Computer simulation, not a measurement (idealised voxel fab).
This is a process module. Its name is voxel gate over fins.
The figure presents cross-section cut, which has a width of 290 nm and is divided into square cells with an edge length of 5 nm.
When this document writes out a cross-section, it uses a grid of square cells and lists it as bands, beginning at the top and moving down, with a band standing for one or more rows of cells.
Top, bottom (nm), then materials left to right with widths (nm); lone material tagged "everywhere" fills the whole band edge to edge; "empty" = empty space.
Below 0: as-received wafer, all one material; heights counted from there. Lowest band: no bottom, goes on down, written "top 0, no bottom".
The notation "30->40" denotes a width that varies across the rows of cells in the band, beginning at the first number in the top row, finishing at the second number in the bottom row, and changing by an identical amount from each row to the next.
What does "same as before" mean for a step? It means no cell of the cross-section changed in that step.
So "Closed void catalog" is basically the list of trapped voids: any empty space of 8 cells or more that can't reach the top through an opening. They're written width x height at distance, the distance being from the left edge, and it's all nm.
Formally, on a step line, whatever follows the settings is a remark that the simulator itself makes on the step.
The line of a step may include "overlay nm". On a step with a mask, this value is how far to the right of its planned place the mask lay. A negative value means the mask lay to the left.
**Planned step list for the process**
1. RECEIVE with material Si
2. CONFORMAL_DEP with material SiN, thk nm 5
3. MASKED_ETCH with tone cover, mask id FINS, width nm 15, pitch nm 35, etch materials SiN, depth nm 5, overlay nm 0
4. MASKED_ETCH with tone cover, mask id FINS, width nm 15, pitch nm 35, etch materials Si, depth nm 35, overlay nm 0
5. FILL_DEP with material SiO2, thk nm 5
6. CMP with height nm 5
7. SELECTIVE_ETCH with etch materials SiO2, depth nm 15
8. STRIP with etch materials SiN
9. CONFORMAL_DEP with material HfO2, thk nm 5
10. CONFORMAL_DEP with material TiN, thk nm 5
11. FILL_DEP with material W, thk nm 15
12. CMP with height nm 20
13. CONFORMAL_DEP with material SiCN, thk nm 5
**The first wafer of two, processed as planned**
**This is the cross-section of the wafer as we received it, i.e. after step 1**
> top 0, no bottom = Si everywhere
> Closed void catalog: none
**Step 2 done - wafer cross-section**
> top 5, bottom 0 = SiN everywhere
> Below 0, the layers are the same as they were.
**Step 3 done - wafer cross-section**
> top 5, bottom 0 = empty: 120  SiN: 15  empty: 20  SiN: 15  empty: 120
> Below 0, the layers are the same as they were.
**Step 4 done - wafer cross-section**
> top 5, bottom 0 = empty: 120  SiN: 15  empty: 20  SiN: 15  empty: 120
> top 0, bottom -35 = empty: 120  Si: 15  empty: 20  Si: 15  empty: 120
> Below -35, the layers are the same as they were.
**Step 5 done - wafer cross-section**
> top 10, bottom 5 = SiO2 everywhere
> top 5, bottom 0 = SiO2: 120  SiN: 15  SiO2: 20  SiN: 15  SiO2: 120
> top 0, bottom -35 = SiO2: 120  Si: 15  SiO2: 20  Si: 15  SiO2: 120
> Below -35, the layers are the same as they were.
**Step 6 done - wafer cross-section**
> top 5, bottom 0 = SiO2: 120  SiN: 15  SiO2: 20  SiN: 15  SiO2: 120
> Below 0, the layers are the same as they were.
**Step 7 done - wafer cross-section**
> top 5, bottom 0 = empty: 120  SiN: 15  empty: 20  SiN: 15  empty: 120
> top 0, bottom -10 = empty: 120  Si: 15  empty: 20  Si: 15  empty: 120
> Below -10, the layers are the same as they were.
**Step 8 done - wafer cross-section**
> top 0, bottom -10 = empty: 120  Si: 15  empty: 20  Si: 15  empty: 120
> Below -10, the layers are the same as they were.
**Step 9 done - wafer cross-section**
> top 5, bottom 0 = empty: 115  HfO2: 25  empty: 10  HfO2: 25  empty: 115
> top 0, bottom -5 = empty: 115  HfO2: 5  Si: 15  HfO2: 5  empty: 10  HfO2: 5  Si: 15  HfO2: 5  empty: 115
> top -5, bottom -10 = HfO2: 120  Si: 15  HfO2: 20  Si: 15  HfO2: 120
> Below -10, the layers are the same as they were.
**Step 10 done - wafer cross-section**
> top 10, bottom 5 = empty: 110  TiN: 70  empty: 110
> top 5, bottom 0 = empty: 110  TiN: 5  HfO2: 25  TiN: 10  HfO2: 25  TiN: 5  empty: 110
> top 0, bottom -5 = TiN: 115  HfO2: 5  Si: 15  HfO2: 5  TiN: 10  HfO2: 5  Si: 15  HfO2: 5  TiN: 115
> Below -5, the layers are the same as they were.
**Step 11 done - wafer cross-section**
> top 25, bottom 10 = W everywhere
> top 10, bottom 5 = W: 110  TiN: 70  W: 110
> top 5, bottom 0 = W: 110  TiN: 5  HfO2: 25  TiN: 10  HfO2: 25  TiN: 5  W: 110
> Below 0, the layers are the same as they were.
**Step 12 done - wafer cross-section**
> top 20, bottom 10 = W everywhere
> Below 10, the layers are the same as they were.
**Step 13 done - wafer cross-section**
> top 25, bottom 20 = SiCN everywhere
> Below 20, the layers are the same as they were.
**Regarding the second of the two wafers: it shared the first wafer's starting condition and process plan, yet one error occurred during its execution. Its history coincides with that of the first wafer up to and including step 6**
**At the planned end of step 7, the second wafer in cross-section**
> top 5, bottom 0 = empty: 120  SiN: 15  empty: 20  SiN: 15  empty: 120
> top 0, bottom -25 = empty: 120  Si: 15  empty: 20  Si: 15  empty: 120
> Below -25, the layers are the same as they were.
**At the planned end of step 8, the second wafer in cross-section**
> top 0, bottom -25 = empty: 120  Si: 15  empty: 20  Si: 15  empty: 120
> Below -25, the layers are the same as they were.
**At the planned end of step 9, the second wafer in cross-section**
> top 5, bottom 0 = empty: 115  HfO2: 25  empty: 10  HfO2: 25  empty: 115
> top 0, bottom -20 = empty: 115  HfO2: 5  Si: 15  HfO2: 5  empty: 10  HfO2: 5  Si: 15  HfO2: 5  empty: 115
> top -20, bottom -25 = HfO2: 120  Si: 15  HfO2: 20  Si: 15  HfO2: 120
> Below -25, the layers are the same as they were.
**At the planned end of step 10, the second wafer in cross-section**
> top 10, bottom 5 = empty: 110  TiN: 70  empty: 110
> top 5, bottom 0 = empty: 110  TiN: 5  HfO2: 25  TiN: 10  HfO2: 25  TiN: 5  empty: 110
> top 0, bottom -15 = empty: 110  TiN: 5  HfO2: 5  Si: 15  HfO2: 5  TiN: 10  HfO2: 5  Si: 15  HfO2: 5  TiN: 5  empty: 110
> top -15, bottom -20 = TiN: 115  HfO2: 5  Si: 15  HfO2: 5  TiN: 10  HfO2: 5  Si: 15  HfO2: 5  TiN: 115
> Below -20, the layers are the same as they were.
**At the planned end of step 11, the second wafer in cross-section**
> top 25, bottom 10 = W everywhere
> top 10, bottom 5 = W: 110  TiN: 70  W: 110
> top 5, bottom 0 = W: 110  TiN: 5  HfO2: 25  TiN: 10  HfO2: 25  TiN: 5  W: 110
> top 0, bottom -15 = W: 110  TiN: 5  HfO2: 5  Si: 15  HfO2: 5  TiN: 10  HfO2: 5  Si: 15  HfO2: 5  TiN: 5  W: 110
> Below -15, the layers are the same as they were.
**At the planned end of step 12, the second wafer in cross-section**
> top 20, bottom 10 = W everywhere
> Below 10, the layers are the same as they were.
**At the planned end of step 13, the second wafer in cross-section**
> top 25, bottom 20 = SiCN everywhere
> Below 20, the layers are the same as they were.
In executing the process, a mistake was made relative to the plan: step 7 in the plan was executed twice
The final cell counts differ between the wafers, with the second having more or fewer of some materials than the first: HfO2 +12, SiO2 -156, TiN +12, W +132
